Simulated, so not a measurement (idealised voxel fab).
Documented hereafter: the process module known as voxel local oxidation.
Cross-section cut spans 270 nm and uses square cells 5 nm in size.
How to read a cross-section here: the picture is a grid of square cells, written as bands going from the top down, and any band can span one or more rows of cells. Band entry format. Leading values: height of top, height of bottom, nm. Remainder: materials in left-to-right order, each with its width in nm. Special words: "everywhere" on a single material, which then fills the band edge to edge; "empty", empty space. We count height from 0. Below that, the starting wafer is all one material. The lowest band never ends at the bottom but goes on down; see "top 0, no bottom" for how that is written. So if you see something like "30->40" for the width, read it as the top row of the band sitting at the first number and the bottom row at the second, with every row in between moving by the same amount as the last. Reading "nothing got changed" for a step: not a cell of the cross-section changed in it. Entry "Closed void roster". Content: empty spaces with no open connection to the top, size 8 cells or greater. Each: width x height at distance. Distance: from left edge. Unit: nm. Text after the settings on a step's line: the simulator's own remark on that step. The setting "overlay nm" may be written on the line of a step. When the step uses a mask, the value reports how far to the right of the planned place the mask lay, and a negative value reports that it lay to the left. Reading key. Pairs: pre-step and post-step cross-section, one process step apart; post-step view only to lowest changed band. Step between + settings: beneath pair. Runs: pairs may be from different runs of this module, same starting wafer. Continuation from pair above: only where "Pre-process state" entry says.
## Pre-process state
top 0, no bottom | Si everywhere
Closed void roster: none
## Cross-Section Thereafter
top 5, bottom 0 | SiO2 everywhere
Whatever lies below 0 is exactly as it was before.
Closed void roster: none
For reference, the processing step occurring between the two cross-sections presented above is as follows: CONFORMAL_DEP: material SiO2, thk nm 5
Pre-process state: cross-section not repeated; it is the one shown after the step in the pair just above.
## Cross-Section Thereafter
top 15, bottom 5 | SiN everywhere
Whatever lies below 5 is exactly as it was before.
Closed void roster: none
For reference, the processing step occurring between the two cross-sections presented above is as follows: CONFORMAL_DEP: material SiN, thk nm 10
Pre-process state: cross-section not repeated; it is the one shown after the step in the pair just above.
## Cross-Section Thereafter
top 35, bottom 15 | empty=80, resist=110, empty=80
Whatever lies below 15 is exactly as it was before.
Closed void roster: none
For reference, the processing step occurring between the two cross-sections presented above is as follows: PATTERN: tone cover, mask id ACTIVE, material resist, width nm 110, thk nm 20, overlay nm 0
Pre-process state: cross-section not repeated; it is the one shown after the step in the pair just above.
## Cross-Section Thereafter
top 35, bottom 15 | empty=80, resist=110, empty=80
top 15, bottom 5 | empty=80, SiN=110, empty=80
Whatever lies below 5 is exactly as it was before.
Closed void roster: none
For reference, the processing step occurring between the two cross-sections presented above is as follows: DIRECTIONAL_ETCH: etch materials SiN, depth nm 10
Pre-process state: cross-section not repeated; it is the one shown after the step in the pair just above.
## Cross-Section Thereafter
top 15, bottom 5 | empty=80, SiN=110, empty=80
Whatever lies below 5 is exactly as it was before.
Closed void roster: none
For reference, the processing step occurring between the two cross-sections presented above is as follows: STRIP: etch materials resist
Pre-process state: cross-section not repeated; it is the one shown after the step in the pair just above.
## Cross-Section Thereafter
top 15, bottom 5 | empty=80, SiN=110, empty=80
top 5, bottom 0 | empty=85, SiO2=100, empty=85
Whatever lies below 0 is exactly as it was before.
Closed void roster: none
For reference, the processing step occurring between the two cross-sections presented above is as follows: SELECTIVE_ETCH: etch materials SiO2, depth nm 5
Pre-process state: cross-section not repeated; it is the one shown after the step in the pair just above.
## Cross-Section Thereafter
top 15, bottom 5 | empty=80, SiN=110, empty=80
top 5, bottom 0 | empty=85, SiO2=100, empty=85
top 0, bottom -10 | SiO2=95, Si=80, SiO2=95
Whatever lies below -10 is exactly as it was before.
Closed void roster: none
For reference, the processing step occurring between the two cross-sections presented above is as follows: OXIDIZE: depth nm 10
Pre-process state: cross-section not repeated; it is the one shown after the step in the pair just above.
## Cross-Section Thereafter
top 5, bottom 0 | empty=85, SiO2=100, empty=85
Whatever lies below 0 is exactly as it was before.
Closed void roster: none
For reference, the processing step occurring between the two cross-sections presented above is as follows: STRIP: etch materials SiN
## Pre-process state
top 0, no bottom | Si everywhere
Closed void roster: none
## Cross-Section Thereafter
top 10, bottom 0 | SiN everywhere
Whatever lies below 0 is exactly as it was before.
Closed void roster: none
For reference, the processing step occurring between the two cross-sections presented above is as follows: CONFORMAL_DEP: material SiN, thk nm 10
Pre-process state: cross-section not repeated; it is the one shown after the step in the pair just above.
## Cross-Section Thereafter
top 30, bottom 10 | empty=80, resist=110, empty=80
Whatever lies below 10 is exactly as it was before.
Closed void roster: none
For reference, the processing step occurring between the two cross-sections presented above is as follows: PATTERN: tone cover, mask id ACTIVE, material resist, width nm 110, thk nm 20, overlay nm 0
Pre-process state: cross-section not repeated; it is the one shown after the step in the pair just above.
## Cross-Section Thereafter
top 30, bottom 10 | empty=80, resist=110, empty=80
top 10, bottom 0 | empty=80, SiN=110, empty=80
Whatever lies below 0 is exactly as it was before.
Closed void roster: none
For reference, the processing step occurring between the two cross-sections presented above is as follows: DIRECTIONAL_ETCH: etch materials SiN, depth nm 10
Pre-process state: cross-section not repeated; it is the one shown after the step in the pair just above.
## Cross-Section Thereafter
top 10, bottom 0 | empty=80, SiN=110, empty=80
Whatever lies below 0 is exactly as it was before.
Closed void roster: none
For reference, the processing step occurring between the two cross-sections presented above is as follows: STRIP: etch materials resist
Pre-process state: cross-section not repeated; it is the one shown after the step in the pair just above.
## Cross-Section Thereafter
top 10, bottom 0 | empty=80, SiN=110, empty=80
top 0, bottom -10 | SiO2=90, Si=90, SiO2=90
Whatever lies below -10 is exactly as it was before.
Closed void roster: none
For reference, the processing step occurring between the two cross-sections presented above is as follows: OXIDIZE: depth nm 10
Pre-process state: cross-section not repeated; it is the one shown after the step in the pair just above.
## Cross-Section Thereafter
top 0, bottom -10 | SiO2=90, Si=90, SiO2=90
Whatever lies below -10 is exactly as it was before.
Closed void roster: none
For reference, the processing step occurring between the two cross-sections presented above is as follows: STRIP: etch materials SiN
## Pre-process state
top 35, bottom 15 | empty=80, resist=110, empty=80
top 15, bottom 5 | empty=80, SiN=110, empty=80
top 5, bottom 0 | SiO2 everywhere
top 0, no bottom | Si everywhere
Closed void roster: none
## Cross-Section Thereafter
top 35, bottom 15 | empty=80, resist=110, empty=80
top 15, bottom 5 | empty=80, SiN=110, empty=80
top 5, bottom 0 | empty=85, SiO2=100, empty=85
Whatever lies below 0 is exactly as it was before.
Closed void roster: none
For reference, the processing step occurring between the two cross-sections presented above is as follows: SELECTIVE_ETCH: etch materials SiO2, depth nm 5
Pre-process state: cross-section not repeated; it is the one shown after the step in the pair just above.
## Cross-Section Thereafter
top 15, bottom 5 | empty=80, SiN=110, empty=80
Whatever lies below 5 is exactly as it was before.
Closed void roster: none
For reference, the processing step occurring between the two cross-sections presented above is as follows: STRIP: etch materials resist
Pre-process state: cross-section not repeated; it is the one shown after the step in the pair just above.
## Cross-Section Thereafter
top 15, bottom 5 | empty=80, SiN=110, empty=80
top 5, bottom 0 | empty=85, SiO2=100, empty=85
top 0, bottom -15 | SiO2=100, Si=70, SiO2=100
Whatever lies below -15 is exactly as it was before.
Closed void roster: none
For reference, the processing step occurring between the two cross-sections presented above is as follows: OXIDIZE: depth nm 15
Pre-process state: cross-section not repeated; it is the one shown after the step in the pair just above.
## Cross-Section Thereafter
top 5, bottom 0 | empty=85, SiO2=100, empty=85
Whatever lies below 0 is exactly as it was before.
Closed void roster: none
For reference, the processing step occurring between the two cross-sections presented above is as follows: STRIP: etch materials SiN
## Pre-process state
top 15, bottom 5 | SiN everywhere
top 5, bottom 0 | SiO2 everywhere
top 0, no bottom | Si everywhere
Closed void roster: none
## Cross-Section Thereafter
top 35, bottom 15 | empty=80, resist=115, empty=75
Whatever lies below 15 is exactly as it was before.
Closed void roster: none
For reference, the processing step occurring between the two cross-sections presented above is as follows: PATTERN: tone cover, mask id ACTIVE, material resist, width nm 115, thk nm 20, overlay nm 0
Pre-process state: cross-section not repeated; it is the one shown after the step in the pair just above.
## Cross-Section Thereafter
top 35, bottom 15 | empty=80, resist=115, empty=75
top 15, bottom 5 | empty=80, SiN=115, empty=75
Whatever lies below 5 is exactly as it was before.
Closed void roster: none
For reference, the processing step occurring between the two cross-sections presented above is as follows: DIRECTIONAL_ETCH: etch materials SiN, depth nm 10
Pre-process state: cross-section not repeated; it is the one shown after the step in the pair just above.
## Cross-Section Thereafter
top 15, bottom 5 | empty=80, SiN=115, empty=75
Whatever lies below 5 is exactly as it was before.
Closed void roster: none
For reference, the processing step occurring between the two cross-sections presented above is as follows: STRIP: etch materials resist
Pre-process state: cross-section not repeated; it is the one shown after the step in the pair just above.
## Cross-Section Thereafter
top 15, bottom 5 | empty=80, SiN=115, empty=75
top 5, bottom 0 | empty=85, SiO2=105, empty=80
Whatever lies below 0 is exactly as it was before.
Closed void roster: none
For reference, the processing step occurring between the two cross-sections presented above is as follows: SELECTIVE_ETCH: etch materials SiO2, depth nm 5
Pre-process state: cross-section not repeated; it is the one shown after the step in the pair just above.
## Cross-Section Thereafter
top 15, bottom 5 | empty=80, SiN=115, empty=75
top 5, bottom 0 | empty=85, SiO2=105, empty=80
top 0, bottom -10 | SiO2=95, Si=85, SiO2=90
Whatever lies below -10 is exactly as it was before.
Closed void roster: none
For reference, the processing step occurring between the two cross-sections presented above is as follows: OXIDIZE: depth nm 10
Pre-process state: cross-section not repeated; it is the one shown after the step in the pair just above.
## Cross-Section Thereafter
top 5, bottom 0 | empty=85, SiO2=105, empty=80
Whatever lies below 0 is exactly as it was before.
Closed void roster: none
For reference, the processing step occurring between the two cross-sections presented above is as follows: STRIP: etch materials SiN
## Pre-process state
top 15, bottom 5 | SiN everywhere
top 5, bottom 0 | SiO2 everywhere
top 0, no bottom | Si everywhere
Closed void roster: none
## Cross-Section Thereafter
top 35, bottom 15 | empty=85, resist=110, empty=75
Whatever lies below 15 is exactly as it was before.
Closed void roster: none
For reference, the processing step occurring between the two cross-sections presented above is as follows: PATTERN: tone cover, mask id ACTIVE, material resist, width nm 110, thk nm 20, overlay nm 5
Pre-process state: cross-section not repeated; it is the one shown after the step in the pair just above.
## Cross-Section Thereafter
top 35, bottom 15 | empty=85, resist=110, empty=75
top 15, bottom 5 | empty=85, SiN=110, empty=75
Whatever lies below 5 is exactly as it was before.
Closed void roster: none
For reference, the processing step occurring between the two cross-sections presented above is as follows: DIRECTIONAL_ETCH: etch materials SiN, depth nm 10
Pre-process state: cross-section not repeated; it is the one shown after the step in the pair just above.
## Cross-Section Thereafter
top 15, bottom 5 | empty=85, SiN=110, empty=75
Whatever lies below 5 is exactly as it was before.
Closed void roster: none
For reference, the processing step occurring between the two cross-sections presented above is as follows: STRIP: etch materials resist
Pre-process state: cross-section not repeated; it is the one shown after the step in the pair just above.
## Cross-Section Thereafter
top 15, bottom 5 | empty=85, SiN=110, empty=75
top 5, bottom 0 | empty=90, SiO2=100, empty=80
Whatever lies below 0 is exactly as it was before.
Closed void roster: none
For reference, the processing step occurring between the two cross-sections presented above is as follows: SELECTIVE_ETCH: etch materials SiO2, depth nm 5
Pre-process state: cross-section not repeated; it is the one shown after the step in the pair just above.
## Cross-Section Thereafter
top 15, bottom 5 | empty=85, SiN=110, empty=75
top 5, bottom 0 | empty=90, SiO2=100, empty=80
top 0, bottom -10 | SiO2=100, Si=80, SiO2=90
Whatever lies below -10 is exactly as it was before.
Closed void roster: none
For reference, the processing step occurring between the two cross-sections presented above is as follows: OXIDIZE: depth nm 10
Pre-process state: cross-section not repeated; it is the one shown after the step in the pair just above.
## Cross-Section Thereafter
top 5, bottom 0 | empty=90, SiO2=100, empty=80
Whatever lies below 0 is exactly as it was before.
Closed void roster: none
For reference, the processing step occurring between the two cross-sections presented above is as follows: STRIP: etch materials SiN
## Pre-process state
top 5, bottom 0 | SiO2 everywhere
top 0, no bottom | Si everywhere
Closed void roster: none
## Cross-Section Thereafter
top 15, bottom 0 | SiO2 everywhere
Whatever lies below 0 is exactly as it was before.
Closed void roster: none
For reference, the processing step occurring between the two cross-sections presented above is as follows: CONFORMAL_DEP: material SiO2, thk nm 10
Pre-process state: cross-section not repeated; it is the one shown after the step in the pair just above.
## Cross-Section Thereafter
top 35, bottom 15 | empty=80, resist=110, empty=80
Whatever lies below 15 is exactly as it was before.
Closed void roster: none
For reference, the processing step occurring between the two cross-sections presented above is as follows: PATTERN: tone cover, mask id ACTIVE, material resist, width nm 110, thk nm 20, overlay nm 0
Pre-process state: cross-section not repeated; it is the one shown after the step in the pair just above.
## Cross-Section Thereafter
top 15, bottom 0 | SiO2 everywhere
Whatever lies below 0 is exactly as it was before.
Closed void roster: none
For reference, the processing step occurring between the two cross-sections presented above is as follows: STRIP: etch materials resist
Pre-process state: cross-section not repeated; it is the one shown after the step in the pair just above.
## Cross-Section Thereafter
top 10, bottom 0 | SiO2 everywhere
Whatever lies below 0 is exactly as it was before.
Closed void roster: none
For reference, the processing step occurring between the two cross-sections presented above is as follows: SELECTIVE_ETCH: etch materials SiO2, depth nm 5
## Pre-process state
top 15, bottom 5 | SiN everywhere
top 5, bottom 0 | SiO2 everywhere
top 0, no bottom | Si everywhere
Closed void roster: none
## Cross-Section Thereafter
top 35, bottom 15 | resist=80, empty=110, resist=80
Whatever lies below 15 is exactly as it was before.
Closed void roster: none
For reference, the processing step occurring between the two cross-sections presented above is as follows: PATTERN: tone open, mask id ACTIVE, material resist, width nm 110, thk nm 20, overlay nm 0
Pre-process state: cross-section not repeated; it is the one shown after the step in the pair just above.
## Cross-Section Thereafter
top 35, bottom 15 | resist=80, empty=110, resist=80
top 15, bottom 5 | SiN=80, empty=110, SiN=80
Whatever lies below 5 is exactly as it was before.
Closed void roster: none
For reference, the processing step occurring between the two cross-sections presented above is as follows: DIRECTIONAL_ETCH: etch materials SiN, depth nm 10
Pre-process state: cross-section not repeated; it is the one shown after the step in the pair just above.
## Cross-Section Thereafter
top 15, bottom 5 | SiN=80, empty=110, SiN=80
Whatever lies below 5 is exactly as it was before.
Closed void roster: none
For reference, the processing step occurring between the two cross-sections presented above is as follows: STRIP: etch materials resist
Pre-process state: cross-section not repeated; it is the one shown after the step in the pair just above.
## Cross-Section Thereafter
top 15, bottom 5 | SiN=80, empty=110, SiN=80
top 5, bottom 0 | SiO2=75, empty=120, SiO2=75
Whatever lies below 0 is exactly as it was before.
Closed void roster: none
For reference, the processing step occurring between the two cross-sections presented above is as follows: SELECTIVE_ETCH: etch materials SiO2, depth nm 5
Pre-process state: cross-section not repeated; it is the one shown after the step in the pair just above.
## Cross-Section Thereafter
top 15, bottom 5 | SiN=80, empty=110, SiN=80
top 5, bottom 0 | SiO2=75, empty=120, SiO2=75
top 0, bottom -10 | Si=65, SiO2=140, Si=65
Whatever lies below -10 is exactly as it was before.
Closed void roster: none
For reference, the processing step occurring between the two cross-sections presented above is as follows: OXIDIZE: depth nm 10
Pre-process state: cross-section not repeated; it is the one shown after the step in the pair just above.
## Cross-Section Thereafter
top 5, bottom 0 | SiO2=75, empty=120, SiO2=75
Whatever lies below 0 is exactly as it was before.
Closed void roster: none
For reference, the processing step occurring between the two cross-sections presented above is as follows: STRIP: etch materials SiN
